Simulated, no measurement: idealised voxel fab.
Presented below is a process module, voxel released beams.
cross-section cut | 175 nm wide | cells 5 nm
When this document writes out a cross-section, it uses a grid of square cells and lists it as bands, beginning at the top and moving down, with a band standing for one or more rows of cells.
Look at the band entry: it leads with the top's height and the bottom's height in nm. Then it lists the materials left to right, with a width in nm for each. The word "edge to edge" on a single material says that material fills the band edge to edge. The word "air" is empty space.
Counting heights begins at 0, where everything beneath is, in the wafer as received, one material. The lowest band has no bottom; it goes on downwards, as "0 -> down" shows.
Graded width ("30->40"): value in top row of band = first number; value in bottom row = second number; row-to-row change constant.
Where a step carries "nothing changed", the cross-section came out of it unchanged, cell for cell.
In the "Sealed voids" entry, you get each enclosed empty space of 8 cells or more, one with no open way to the top, written width x height at distance, distance from the left edge, in nm.
Where a step's line continues beyond its settings, the continuation is a remark by the simulator itself on that step.
The setting "overlay nm" may be written on the line of a step. When the step uses a mask, the value reports how far to the right of the planned place the mask lay, and a negative value reports that it lay to the left.
**This section lists the process steps that were planned**
1) RECEIVE (material Si)
2) CONFORMAL_DEP (material SiN; thk nm 10)
3) DIRECTIONAL_DEP (material SiO2; thk nm 15)
4) PATTERN (tone open; mask id ANCHOR; material resist; width nm 45; thk nm 20; overlay nm 0)
5) DIRECTIONAL_ETCH (etch materials SiO2; depth nm 15)
6) STRIP (etch materials resist)
7) CONFORMAL_DEP (material W; thk nm 15)
8) MASKED_ETCH (tone cover; mask id BEAM; width nm 110; etch materials W; depth nm 15; overlay nm -15)
9) STRIP (etch materials SiO2)
The plan shows the overlay nm of step 8 as the first wafer had it; this setting differs between the wafers, which start out alike.
**As-received state after step 1, first of several wafers, cross-section**
	0 -> down  Si edge to edge
	Sealed voids: none
**End-of-module cross-section, first of several wafers, after last step 9**
	40 -> 25  15 of air; 35 of W; 15 of air; 60 of W; 50 of air
	25 -> 10  35 of air; 45 of W; 95 of air
	10 -> 0  SiN edge to edge
	0 -> down  Si edge to edge
	Sealed voids: none
**Wafer cross-section (last wafer, module end)**
	40 -> 25  45 of air; 5 of W; 15 of air; 90 of W; 20 of air
	25 -> 10  35 of air; 45 of W; 95 of air
	10 -> 0  SiN edge to edge
	0 -> down  Si edge to edge
	Sealed voids: none
**Tabulated below, wafer by wafer, are the end-of-module results: for each material, the number of cells gained (+) or lost (-) relative to the as-received state, followed by the closed voids**
overlay nm -15; +70 SiN; +84 W; Sealed voids: none
overlay nm -10; +70 SiN; +84 W; Sealed voids: none
overlay nm -5; +70 SiN; +84 W; Sealed voids: none
overlay nm 0; +70 SiN; +84 W; Sealed voids: none
overlay nm 5; +70 SiN; +84 W; Sealed voids: none
overlay nm 10; +70 SiN; +84 W; Sealed voids: none
overlay nm 15; +70 SiN; +84 W; Sealed voids: none
